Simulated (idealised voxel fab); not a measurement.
process module | voxel plated lines
cross-section cut | 180 nm wide | cells 5 nm
A cross-section is a grid of square cells, given in bands from the top down. A band is one or more rows of cells.
Each band's line starts with the height of the band's top and of its bottom, in nm. Then come its materials from left to right, each with its width in nm. One material with "throughout" fills the band from edge to edge. "air" is empty space.
Height 0 is the level under which the wafer as received is all one material. The lowest band goes on downwards, as in "0 down".
A width such as "30 to 40" changes by the same amount from each row of cells to the next, from the band's top row to its bottom row.
"no change" after a step means that no cell of the cross-section changed.
closed voids: empty space of 8 cells or more with no open way to the top, each as width x height at its distance from the left edge, in nm
after a step's settings: what the simulator itself notes on the step
overlay nm, on a step with a mask: how far to the right of its planned place the mask lay; to the left if negative
plan
1 op RECEIVE | material Si
2 op CONFORMAL_DEP | material SiO2 | thk nm 15
3 op DIRECTIONAL_DEP | material TiN | thk nm 5
4 op PATTERN | tone open | mask id LINES | material resist | width nm 15 | pitch nm 30 | thk nm 20 | overlay nm 0
5 op EPI | material Ru | thk nm 5
6 op STRIP | etch materials resist
7 op DIRECTIONAL_ETCH | etch materials TiN | depth nm 5
8 op CONFORMAL_DEP | material SiO2 | thk nm 5
as received, after step 1
  0 down: Si throughout
  closed voids: none
first wafer at the end, as planned
  30 to 25: air 60 | SiO2 25 | air 5 | SiO2 25 | air 65
  25 to 20: air 60 | SiO2 5 | Ru 15 | SiO2 5 | air 5 | SiO2 5 | Ru 15 | SiO2 5 | air 65
  20 to 15: SiO2 65 | TiN 15 | SiO2 15 | TiN 15 | SiO2 70
  15 to 0: SiO2 throughout
  0 down: Si throughout
  closed voids: none
second wafer at the end: like start, like plan, one mistake
  30 to 25: air 60 | SiO2 25 | air 5 | SiO2 25 | air 65
  25 to 20: air 60 | SiO2 5 | Ru 15 | SiO2 5 | air 5 | SiO2 5 | Ru 15 | SiO2 5 | air 65
  20 to 15: SiO2 65 | TiN 15 | SiO2 15 | TiN 15 | SiO2 70
  15 to 0: Ru throughout
  0 down: Si throughout
  closed voids: none
what went wrong: step 2 ran as: op CONFORMAL_DEP | material Ru | thk nm 15
at the end the second wafer has, in cells: 108 more of Ru | 108 fewer of SiO2
